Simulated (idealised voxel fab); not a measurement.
Process module in this document: voxel capacitor over wiring
Xsec cut, 155 nm wide, square cell size 5 nm.
Cross-section, as written here: a square-cell grid given band by band from the top down, where a band holds one or more rows of cells. First you get the band's top height and its bottom height, in nm, and then the materials it's made of, left to right, with each width in nm. If you see a single material with "edge to edge", that one covers the band edge to edge. "empty" is empty space. All heights in this document are referenced to 0, defined as the level beneath which the wafer, as received, consists entirely of one material. The lowest band is not bounded below; it extends indefinitely downward and is written in the form "0 and below". Per-row width for "30->40": begins at first number (top row of band), ends at second number (bottom row), increment between rows held constant. The cross-section has no changed cell in any step marked "changes: none". The entry "Enclosed void listing" lists the empty spaces that cover at least 8 cells and have no open path to the top. Each is written as width x height at distance, where the distance is measured from the left edge and all three values are in nm. Note: text after step settings on the step line = simulator remark on that step. If you see "overlay nm" on a step's line and that step has a mask, it's telling you how far right of where it was planned the mask ended up; a negative number means it went left instead.
The process steps that were planned are listed below:
step 1: op RECEIVE | material Si
step 2: op CONFORMAL_DEP | material SiO2 | thk nm 10
step 3: op CONFORMAL_DEP | material SiN | thk nm 5
step 4: op DIRECTIONAL_DEP | material SiO2 | thk nm 25
step 5: op DIRECTIONAL_DEP | material aC | thk nm 10
step 6: op PATTERN | tone open | mask id METAL_1 | material resist | width nm 25 | pitch nm 80 | thk nm 25 | overlay nm 0
step 7: op DIRECTIONAL_ETCH | etch materials aC | depth nm 10
step 8: op STRIP | etch materials resist
step 9: op DIRECTIONAL_ETCH | etch materials SiO2 | depth nm 25
step 10: op DIRECTIONAL_ETCH | etch materials SiN | depth nm 5
step 11: op STRIP | etch materials aC
step 12: op CONFORMAL_DEP | material TiN | thk nm 5
step 13: op FILL_DEP | material Cu | thk nm 5
step 14: op CMP | height nm 40
step 15: op CONFORMAL_DEP | material SiCN | thk nm 5
step 16: op DIRECTIONAL_DEP | material lowk | thk nm 15
step 17: op DIRECTIONAL_DEP | material aC | thk nm 15
step 18: op PATTERN | tone open | mask id PLUG_1 | material resist | width nm 15 | thk nm 30 | overlay nm 0
step 19: op DIRECTIONAL_ETCH | etch materials aC | depth nm 15
step 20: op STRIP | etch materials resist
step 21: op DIRECTIONAL_ETCH | etch materials lowk | depth nm 15
step 22: op DIRECTIONAL_ETCH | etch materials SiCN | depth nm 5
step 23: op STRIP | etch materials aC
step 24: op EPI | material Ru | thk nm 10
step 25: op EPI | material Ru | thk nm 10
step 26: op DIRECTIONAL_DEP | material TiN | thk nm 5
step 27: op DIRECTIONAL_DEP | material Al2O3 | thk nm 5
step 28: op DIRECTIONAL_DEP | material TiN | thk nm 5
step 29: op PATTERN | tone cover | mask id UPPER_PLATE | material resist | width nm 60 | thk nm 15 | overlay nm 0
step 30: op DIRECTIONAL_ETCH | etch materials TiN | depth nm 5
step 31: op DIRECTIONAL_ETCH | etch materials Al2O3 | depth nm 5
step 32: op STRIP | etch materials resist
step 33: op MASKED_ETCH | tone cover | mask id LOWER_PLATE | width nm 70 | etch materials TiN | depth nm 5 | overlay nm 0
step 34: op FILL_DEP | material SiO2 | thk nm 15
step 35: op CMP | height nm 85
step 36: op PATTERN | tone open | mask id PLUG_2 | material resist | width nm 15 | thk nm 15 | overlay nm 0
step 37: op DIRECTIONAL_ETCH | etch materials SiO2 | depth nm 10
step 38: op STRIP | etch materials resist
step 39: op CONFORMAL_DEP | material TiN | thk nm 5
step 40: op FILL_DEP | material W | thk nm 5
step 41: op CMP | height nm 85
step 42: op CONFORMAL_DEP | material SiN | thk nm 5
First wafer out of two, processed as planned:
As-received wafer cross-section (after step 1):
0 and below = Si edge to edge
Enclosed void listing: none
Once step 2 is through, the wafer looks like this in cross-section:
10 down to 0 = SiO2 edge to edge
Unchanged below 0.
Once step 3 is through, the wafer looks like this in cross-section:
15 down to 10 = SiN edge to edge
Unchanged below 10.
Once step 4 is through, the wafer looks like this in cross-section:
40 down to 15 = SiO2 edge to edge
Unchanged below 15.
Once step 5 is through, the wafer looks like this in cross-section:
50 down to 40 = aC edge to edge
Unchanged below 40.
Once step 6 is through, the wafer looks like this in cross-section:
75 down to 50 = resist=25, then empty=25, then resist=55, then empty=25, then resist=25
Unchanged below 50.
Once step 7 is through, the wafer looks like this in cross-section:
65 down to 50 = resist=25, then empty=25, then resist=55, then empty=25, then resist=25
50 down to 40 = aC=25, then empty=25, then aC=55, then empty=25, then aC=25
Unchanged below 40.
Once step 8 is through, the wafer looks like this in cross-section:
50 down to 40 = aC=25, then empty=25, then aC=55, then empty=25, then aC=25
Unchanged below 40.
Once step 9 is through, the wafer looks like this in cross-section:
50 down to 40 = aC=25, then empty=25, then aC=55, then empty=25, then aC=25
40 down to 15 = SiO2=25, then empty=25, then SiO2=55, then empty=25, then SiO2=25
Unchanged below 15.
Once step 10 is through, the wafer looks like this in cross-section:
50 down to 40 = aC=25, then empty=25, then aC=55, then empty=25, then aC=25
40 down to 15 = SiO2=25, then empty=25, then SiO2=55, then empty=25, then SiO2=25
15 down to 10 = SiN=25, then empty=25, then SiN=55, then empty=25, then SiN=25
Unchanged below 10.
Once step 11 is through, the wafer looks like this in cross-section:
40 down to 15 = SiO2=25, then empty=25, then SiO2=55, then empty=25, then SiO2=25
Unchanged below 15.
Once step 12 is through, the wafer looks like this in cross-section:
45 down to 40 = TiN=30, then empty=15, then TiN=65, then empty=15, then TiN=30
40 down to 15 = SiO2=25, then TiN=5, then empty=15, then TiN=5, then SiO2=55, then TiN=5, then empty=15, then TiN=5, then SiO2=25
15 down to 10 = SiN=25, then TiN=25, then SiN=55, then TiN=25, then SiN=25
Unchanged below 10.
Once step 13 is through, the wafer looks like this in cross-section:
50 down to 45 = Cu edge to edge
45 down to 40 = TiN=30, then Cu=15, then TiN=65, then Cu=15, then TiN=30
40 down to 15 = SiO2=25, then TiN=5, then Cu=15, then TiN=5, then SiO2=55, then TiN=5, then Cu=15, then TiN=5, then SiO2=25
Unchanged below 15.
Once step 14 is through, the wafer looks like this in cross-section:
40 down to 15 = SiO2=25, then TiN=5, then Cu=15, then TiN=5, then SiO2=55, then TiN=5, then Cu=15, then TiN=5, then SiO2=25
Unchanged below 15.
Once step 15 is through, the wafer looks like this in cross-section:
45 down to 40 = SiCN edge to edge
Unchanged below 40.
Once step 16 is through, the wafer looks like this in cross-section:
60 down to 45 = lowk edge to edge
Unchanged below 45.
Once step 17 is through, the wafer looks like this in cross-section:
75 down to 60 = aC edge to edge
Unchanged below 60.
Once step 18 is through, the wafer looks like this in cross-section:
105 down to 75 = resist=35, then empty=15, then resist=105
Unchanged below 75.
Once step 19 is through, the wafer looks like this in cross-section:
90 down to 75 = resist=35, then empty=15, then resist=105
75 down to 60 = aC=35, then empty=15, then aC=105
Unchanged below 60.
Once step 20 is through, the wafer looks like this in cross-section:
75 down to 60 = aC=35, then empty=15, then aC=105
Unchanged below 60.
Once step 21 is through, the wafer looks like this in cross-section:
75 down to 60 = aC=35, then empty=15, then aC=105
60 down to 45 = lowk=35, then empty=15, then lowk=105
Unchanged below 45.
Once step 22 is through, the wafer looks like this in cross-section:
75 down to 60 = aC=35, then empty=15, then aC=105
60 down to 45 = lowk=35, then empty=15, then lowk=105
45 down to 40 = SiCN=35, then empty=15, then SiCN=105
Unchanged below 40.
Once step 23 is through, the wafer looks like this in cross-section:
60 down to 45 = lowk=35, then empty=15, then lowk=105
Unchanged below 45.
Once step 24 is through, the wafer looks like this in cross-section:
60 down to 50 = lowk=35, then empty=15, then lowk=105
50 down to 45 = lowk=35, then Ru=15, then lowk=105
45 down to 40 = SiCN=35, then Ru=15, then SiCN=105
Unchanged below 40.
Once step 25 is through, the wafer looks like this in cross-section:
60 down to 45 = lowk=35, then Ru=15, then lowk=105
Unchanged below 45.
Once step 26 is through, the wafer looks like this in cross-section:
65 down to 60 = TiN edge to edge
Unchanged below 60.
Once step 27 is through, the wafer looks like this in cross-section:
70 down to 65 = Al2O3 edge to edge
Unchanged below 65.
Once step 28 is through, the wafer looks like this in cross-section:
75 down to 70 = TiN edge to edge
Unchanged below 70.
Once step 29 is through, the wafer looks like this in cross-section:
90 down to 75 = empty=35, then resist=60, then empty=60
Unchanged below 75.
Once step 30 is through, the wafer looks like this in cross-section:
90 down to 75 = empty=35, then resist=60, then empty=60
75 down to 70 = empty=35, then TiN=60, then empty=60
Unchanged below 70.
Once step 31 is through, the wafer looks like this in cross-section:
90 down to 75 = empty=35, then resist=60, then empty=60
75 down to 70 = empty=35, then TiN=60, then empty=60
70 down to 65 = empty=35, then Al2O3=60, then empty=60
Unchanged below 65.
Once step 32 is through, the wafer looks like this in cross-section:
75 down to 70 = empty=35, then TiN=60, then empty=60
Unchanged below 70.
Once step 33 is through, the wafer looks like this in cross-section:
75 down to 70 = empty=35, then TiN=60, then empty=60
70 down to 65 = empty=35, then Al2O3=60, then empty=60
65 down to 60 = empty=30, then TiN=70, then empty=55
Unchanged below 60.
Once step 34 is through, the wafer looks like this in cross-section:
90 down to 75 = SiO2 edge to edge
75 down to 70 = SiO2=35, then TiN=60, then SiO2=60
70 down to 65 = SiO2=35, then Al2O3=60, then SiO2=60
65 down to 60 = SiO2=30, then TiN=70, then SiO2=55
Unchanged below 60.
Once step 35 is through, the wafer looks like this in cross-section:
85 down to 75 = SiO2 edge to edge
Unchanged below 75.
Once step 36 is through, the wafer looks like this in cross-section:
100 down to 85 = resist=45, then empty=15, then resist=95
Unchanged below 85.
Once step 37 is through, the wafer looks like this in cross-section:
100 down to 85 = resist=45, then empty=15, then resist=95
85 down to 75 = SiO2=45, then empty=15, then SiO2=95
Unchanged below 75.
Once step 38 is through, the wafer looks like this in cross-section:
85 down to 75 = SiO2=45, then empty=15, then SiO2=95
Unchanged below 75.
Once step 39 is through, the wafer looks like this in cross-section:
90 down to 85 = TiN=50, then empty=5, then TiN=100
85 down to 80 = SiO2=45, then TiN=5, then empty=5, then TiN=5, then SiO2=95
80 down to 70 = SiO2=45->35, then TiN=15->60, then SiO2=95->60
Unchanged below 70.
Once step 40 is through, the wafer looks like this in cross-section:
95 down to 90 = W edge to edge
90 down to 85 = TiN=50, then W=5, then TiN=100
85 down to 80 = SiO2=45, then TiN=5, then W=5, then TiN=5, then SiO2=95
Unchanged below 80.
Once step 41 is through, the wafer looks like this in cross-section:
85 down to 80 = SiO2=45, then TiN=5, then W=5, then TiN=5, then SiO2=95
Unchanged below 80.
Once step 42 is through, the wafer looks like this in cross-section:
90 down to 85 = SiN edge to edge
Unchanged below 85.
second wafer: like start, like plan, one mistake. Through step 28 it matches the first wafer:
What the second wafer looks like in cross-section when step 29 should have wrapped up:
90 down to 75 = empty=40, then resist=55, then empty=60
Unchanged below 75.
What the second wafer looks like in cross-section when step 30 should have wrapped up:
90 down to 75 = empty=40, then resist=55, then empty=60
75 down to 70 = empty=40, then TiN=55, then empty=60
Unchanged below 70.
What the second wafer looks like in cross-section when step 31 should have wrapped up:
90 down to 75 = empty=40, then resist=55, then empty=60
75 down to 70 = empty=40, then TiN=55, then empty=60
70 down to 65 = empty=40, then Al2O3=55, then empty=60
Unchanged below 65.
What the second wafer looks like in cross-section when step 32 should have wrapped up:
75 down to 70 = empty=40, then TiN=55, then empty=60
Unchanged below 70.
What the second wafer looks like in cross-section when step 33 should have wrapped up:
75 down to 70 = empty=40, then TiN=55, then empty=60
70 down to 65 = empty=40, then Al2O3=55, then empty=60
65 down to 60 = empty=30, then TiN=70, then empty=55
Unchanged below 60.
What the second wafer looks like in cross-section when step 34 should have wrapped up:
90 down to 75 = SiO2 edge to edge
75 down to 70 = SiO2=40, then TiN=55, then SiO2=60
70 down to 65 = SiO2=40, then Al2O3=55, then SiO2=60
65 down to 60 = SiO2=30, then TiN=70, then SiO2=55
Unchanged below 60.
What the second wafer looks like in cross-section when step 35 should have wrapped up:
85 down to 75 = SiO2 edge to edge
Unchanged below 75.
What the second wafer looks like in cross-section when step 36 should have wrapped up:
100 down to 85 = resist=45, then empty=15, then resist=95
Unchanged below 85.
What the second wafer looks like in cross-section when step 37 should have wrapped up:
100 down to 85 = resist=45, then empty=15, then resist=95
85 down to 75 = SiO2=45, then empty=15, then SiO2=95
Unchanged below 75.
What the second wafer looks like in cross-section when step 38 should have wrapped up:
85 down to 75 = SiO2=45, then empty=15, then SiO2=95
Unchanged below 75.
What the second wafer looks like in cross-section when step 39 should have wrapped up:
90 down to 85 = TiN=50, then empty=5, then TiN=100
85 down to 80 = SiO2=45, then TiN=5, then empty=5, then TiN=5, then SiO2=95
80 down to 70 = SiO2=45->40, then TiN=15->55, then SiO2=95->60
Unchanged below 70.
What the second wafer looks like in cross-section when step 40 should have wrapped up:
95 down to 90 = W edge to edge
90 down to 85 = TiN=50, then W=5, then TiN=100
85 down to 80 = SiO2=45, then TiN=5, then W=5, then TiN=5, then SiO2=95
Unchanged below 80.
What the second wafer looks like in cross-section when step 41 should have wrapped up:
85 down to 80 = SiO2=45, then TiN=5, then W=5, then TiN=5, then SiO2=95
Unchanged below 80.
What the second wafer looks like in cross-section when step 42 should have wrapped up:
90 down to 85 = SiN edge to edge
Unchanged below 85.
Error vs. plan: step 29 was processed under conditions differing from the plan, specifically as op PATTERN | tone cover | mask id UPPER_PLATE | material resist | width nm 55 | thk nm 15 | overlay nm 0
Upon completion, the second wafer contains, in terms of cells, a greater or smaller amount of certain materials than the first wafer: Al2O3 -1; SiO2 +2; TiN -1
